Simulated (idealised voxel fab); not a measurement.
Process module, titled voxel transistor to metal
For reference, the cross-section in this document is cut, with width 185 nm and square cells of 5 nm.
Cross-section format: a grid of square cells, given as bands from top to bottom; each band is one or more rows of cells. It is stipulated that each band's entry specify, in nanometres, the height of the top of the band and then that of its bottom, followed by the materials of the band in left-to-right sequence, each together with its width in nanometres. A single material marked by the word "edge to edge" is understood to fill the band from edge to edge; the word "empty" is understood to denote empty space. Height is counted from the level 0, under which the received wafer is composed throughout of one material. The lowest of the bands is not closed at the bottom but continues downward, in the notation "0 down". A width given as "30->40" starts at the first number in the band's top row and ends at the second number in its bottom row, shifting by an equal amount at every step from row to row. Given "stayed the same" for a step, no cell of the cross-section differs between before and after that step. The list in "Enclosed empty spaces" covers empty spaces of 8 cells or more that cannot reach the top through any open way, and it gives each as width x height at distance; the distance is from the left edge, and width, height and distance are in nm. That trailing text on a step's line, after the settings, is the simulator's own remark on the step. The line of a step may include "overlay nm". On a step with a mask, this value is how far to the right of its planned place the mask lay. A negative value means the mask lay to the left.

## List of planned process steps
1) RECEIVE,material Si
2) CONFORMAL_DEP,material SiO2,thk nm 5
3) CONFORMAL_DEP,material SiN,thk nm 15
4) DIRECTIONAL_DEP,material aC,thk nm 15
5) PATTERN,tone cover,mask id ACTIVE,material resist,width nm 95,thk nm 30,overlay nm 0
6) DIRECTIONAL_ETCH,etch materials aC,depth nm 15
7) STRIP,etch materials resist
8) DIRECTIONAL_ETCH,etch materials SiN,depth nm 15
9) DIRECTIONAL_ETCH,etch materials SiO2,depth nm 5
10) DIRECTIONAL_ETCH,etch materials Si,depth nm 35
11) STRIP,etch materials aC
12) OXIDIZE,depth nm 5
13) FILL_DEP,material SiO2,thk nm 10
14) CMP,height nm 20
15) SELECTIVE_ETCH,etch materials SiO2,depth nm 15
16) STRIP,etch materials SiN
17) SELECTIVE_ETCH,etch materials SiO2,depth nm 5
18) OXIDIZE,depth nm 5
19) DIRECTIONAL_DEP,material polySi,thk nm 20
20) DIRECTIONAL_DEP,material SiCN,thk nm 10
21) MASKED_ETCH,tone cover,mask id GATE,width nm 25,etch materials SiCN,depth nm 20,overlay nm 0
22) MASKED_ETCH,tone cover,mask id GATE,width nm 25,etch materials polySi,depth nm 30,overlay nm 0
23) CONFORMAL_DEP,material SiN,thk nm 5
24) DIRECTIONAL_ETCH,etch materials SiN,depth nm 5
25) DIRECTIONAL_ETCH,etch materials SiO2,depth nm 5
26) DIRECTIONAL_ETCH,etch materials Si,depth nm 10
27) EPI,material SiGe,thk nm 10
28) FILL_DEP,material SiO2,thk nm 10
29) CMP,height nm 20
30) STRIP,etch materials polySi
31) SELECTIVE_ETCH,etch materials SiO2,depth nm 5
32) CONFORMAL_DEP,material HfO2,thk nm 5
33) CONFORMAL_DEP,material TiN,thk nm 5
34) FILL_DEP,material W,thk nm 10
35) CMP,height nm 15
36) DIRECTIONAL_DEP,material SiO2,thk nm 15
37) DIRECTIONAL_DEP,material aC,thk nm 15
38) PATTERN,tone open,mask id CONTACT,material resist,width nm 15,pitch nm 70,thk nm 35,overlay nm 0
39) DIRECTIONAL_ETCH,etch materials aC,depth nm 15
40) STRIP,etch materials resist
41) DIRECTIONAL_ETCH,etch materials SiO2,depth nm 35
42) STRIP,etch materials aC
43) CONFORMAL_DEP,material TiN,thk nm 5
44) FILL_DEP,material W,thk nm 10
45) CMP,height nm 30
46) DIRECTIONAL_DEP,material TiN,thk nm 5
47) DIRECTIONAL_DEP,material W,thk nm 25
48) MASKED_ETCH,tone cover,mask id METAL_1,width nm 15,pitch nm 70,etch materials W,depth nm 25,overlay nm 0
49) MASKED_ETCH,tone cover,mask id METAL_1,width nm 15,pitch nm 70,etch materials TiN,depth nm 5,overlay nm 0
50) CONFORMAL_DEP,material SiN,thk nm 5
51) FILL_DEP,material SiO2,thk nm 10
52) CMP,height nm 60
53) CONFORMAL_DEP,material SiCN,thk nm 5

## Cross-section, incoming material, after step 1
0 down  Si edge to edge
Enclosed empty spaces: none

## Cross-section, end of module. Start: as above. Plan: as above. Execution: one mistake
75 to 70  SiCN edge to edge
70 to 65  SiO2 edge to edge
65 to 60  SiO2 45  SiN 25  SiO2 45  SiN 25  SiO2 45
60 to 35  SiO2 45  SiN 5  W 15  SiN 5  SiO2 45  SiN 5  W 15  SiN 5  SiO2 45
35 to 30  SiN 50  TiN 15  SiN 55  TiN 15  SiN 50
30 to 15  SiO2 50  TiN 5  W 5  TiN 5  SiO2 55  TiN 5  W 5  TiN 5  SiO2 50
15 to 5  SiO2 50  TiN 5  W 5  TiN 5  SiO2 10  SiN 5  HfO2 5  TiN 5  W 5  TiN 5  HfO2 5  SiN 5  SiO2 10  TiN 5  W 5  TiN 5  SiO2 50
5 to 0  SiO2 50  TiN 5  W 5  TiN 5  SiGe 10  SiN 5  HfO2 5  TiN 15  HfO2 5  SiN 5  SiGe 10  TiN 5  W 5  TiN 5  SiO2 50
0 to -5  SiO2 50  TiN 15  SiGe 10  HfO2 35  SiGe 10  TiN 15  SiO2 50
-5 to -15  SiO2 50  SiGe 25  Si 35  SiGe 25  SiO2 50
-15 to -40  SiO2 50  Si 85  SiO2 50
-40 down  Si edge to edge
Enclosed empty spaces: none
So what did we get wrong on this run? step 52 ran differently from the plan; actual operation with settings: CMP,height nm 70
